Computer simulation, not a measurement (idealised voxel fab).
process module | voxel lift off
cross-section cut | 215 nm wide | cells 5 nm
A cross-section is a grid of square cells, given in bands from the top down. A band is one or more rows of cells.
Each band's line starts with the height of the band's top and of its bottom, in nm. Then come its materials from left to right, each with its width in nm. One material with "throughout" fills the band from edge to edge. "air" is empty space.
Height 0 is the level under which the wafer as received is all one material. The lowest band goes on downwards, as in "0 down".
A width such as "30 to 40" changes by the same amount from each row of cells to the next, from the band's top row to its bottom row.
"no change" after a step means that no cell of the cross-section changed.
closed voids: empty space of 8 cells or more with no open way to the top, each as width x height at its distance from the left edge, in nm
after a step's settings: what the simulator itself notes on the step
overlay nm, on a step with a mask: how far to the right of its planned place the mask lay; to the left if negative
plan
1 op RECEIVE | material Si
2 op CONFORMAL_DEP | material SiN | thk nm 5
3 op PATTERN | tone open | mask id LINES | material resist | width nm 25 | pitch nm 50 | thk nm 25 | overlay nm 0
4 op DIRECTIONAL_DEP | material Ru | thk nm 15
5 op STRIP | etch materials resist
6 op CONFORMAL_DEP | material SiN | thk nm 5
as received, after step 1
  0 down: Si throughout
  closed voids: none
first wafer at the end, as planned
  25 to 20: air 15 | SiN 35 | air 15 | SiN 35 | air 15 | SiN 35 | air 15 | SiN 35 | air 15
  20 to 10: air 15 | SiN 5 | Ru 25 | SiN 5 | air 15 | SiN 5 | Ru 25 | SiN 5 | air 15 | SiN 5 | Ru 25 | SiN 5 | air 15 | SiN 5 | Ru 25 | SiN 5 | air 15
  10 to 5: SiN 20 | Ru 25 | SiN 25 | Ru 25 | SiN 25 | Ru 25 | SiN 25 | Ru 25 | SiN 20
  5 to 0: SiN throughout
  0 down: Si throughout
  closed voids: none
second wafer at the end: like start, like plan, one mistake
  25 to 20: air 20 | SiN 30 | air 20 | SiN 30 | air 20 | SiN 30 | air 20 | SiN 30 | air 15
  20 to 10: air 20 | SiN 5 | Ru 20 | SiN 5 | air 20 | SiN 5 | Ru 20 | SiN 5 | air 20 | SiN 5 | Ru 20 | SiN 5 | air 20 | SiN 5 | Ru 20 | SiN 5 | air 15
  10 to 5: SiN 25 | Ru 20 | SiN 30 | Ru 20 | SiN 30 | Ru 20 | SiN 30 | Ru 20 | SiN 20
  5 to 0: SiN throughout
  0 down: Si throughout
  closed voids: none
what went wrong: step 3 ran as: op PATTERN | tone open | mask id LINES | material resist | width nm 20 | pitch nm 50 | thk nm 25 | overlay nm 0
at the end the second wafer has, in cells: 12 fewer of Ru
